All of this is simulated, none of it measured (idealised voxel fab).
Herein follows the process module entitled voxel trench capacitor.
Section cut is 195 nm wide and gridded with 5 nm square cells.
How to read a cross-section here: the picture is a grid of square cells, written as bands going from the top down, and any band can span one or more rows of cells.
The band entry comprises the height of the band's top followed by the height of its bottom, expressed in nm, and subsequently the band's materials from left to right, each stated together with its width in nm. Where a single material is marked with the word "edge to edge", that material fills the band from edge to edge. The word "empty" represents empty space.
We count height from 0. Below that, the starting wafer is all one material. The lowest band never ends at the bottom but goes on down; see "0 -> down" for how that is written.
Width "30->40": first value at the band's top row of cells, second value at its bottom row, equal change from row to row.
You'll sometimes find "remains unaltered" written for a step, and that's the way of saying that nowhere in the cross-section did a cell change during that step.
Reported under the label "Trapped void list" are the empty spaces having no open way to the top and comprising 8 cells or more; the notation for each is width x height at distance, in which the distance is measured from the left edge and all three values are in nm.
Past the settings on a step's line: simulator remark, on that step.
Regarding "overlay nm": on a step with a mask, it is the distance the mask lay to the right of its planned place; a negative value places it to the left.
-- Planned step list for the process
1) RECEIVE, material Si
2) CONFORMAL_DEP, material SiN, thk nm 10
3) PATTERN, tone open, mask id TRENCH, material resist, width nm 25, pitch nm 45, thk nm 15, overlay nm 0
4) DIRECTIONAL_ETCH, etch materials SiN, depth nm 10
5) DIRECTIONAL_ETCH, etch materials Si, depth nm 30
6) STRIP, etch materials resist
7) CONFORMAL_DEP, material Al2O3, thk nm 5
8) CONFORMAL_DEP, material TiN, thk nm 5
9) FILL_DEP, material W, thk nm 5
10) CMP, height nm 10
-- as received, after step 1
* 0 -> down  Si edge to edge
* Trapped void list: none
-- The module was run from the start shown above using the plan shown above, but one mistake was made doing it; the resulting wafer cross-section is below
* 20 -> 15  50 nm TiN; 5 nm W; 40 nm TiN; 5 nm W; 40 nm TiN; 5 nm W; 50 nm TiN
* 15 -> 10  45 nm Al2O3; 5 nm TiN; 5 nm W; 5 nm TiN; 30 nm Al2O3; 5 nm TiN; 5 nm W; 5 nm TiN; 30 nm Al2O3; 5 nm TiN; 5 nm W; 5 nm TiN; 45 nm Al2O3
* 10 -> 0  40 nm SiN; 5 nm Al2O3; 5 nm TiN; 5 nm W; 5 nm TiN; 5 nm Al2O3; 20 nm SiN; 5 nm Al2O3; 5 nm TiN; 5 nm W; 5 nm TiN; 5 nm Al2O3; 20 nm SiN; 5 nm Al2O3; 5 nm TiN; 5 nm W; 5 nm TiN; 5 nm Al2O3; 40 nm SiN
* 0 -> -20  40 nm Si; 5 nm Al2O3; 5 nm TiN; 5 nm W; 5 nm TiN; 5 nm Al2O3; 20 nm Si; 5 nm Al2O3; 5 nm TiN; 5 nm W; 5 nm TiN; 5 nm Al2O3; 20 nm Si; 5 nm Al2O3; 5 nm TiN; 5 nm W; 5 nm TiN; 5 nm Al2O3; 40 nm Si
* -20 -> -25  40 nm Si; 5 nm Al2O3; 15 nm TiN; 5 nm Al2O3; 20 nm Si; 5 nm Al2O3; 15 nm TiN; 5 nm Al2O3; 20 nm Si; 5 nm Al2O3; 15 nm TiN; 5 nm Al2O3; 40 nm Si
* -25 -> -30  40 nm Si; 25 nm Al2O3; 20 nm Si; 25 nm Al2O3; 20 nm Si; 25 nm Al2O3; 40 nm Si
* -30 -> down  Si edge to edge
* Trapped void list: none
Heads up, the wafer didn't run the way we planned it: rather than as planned, step 10 actually ran as CMP, height nm 20
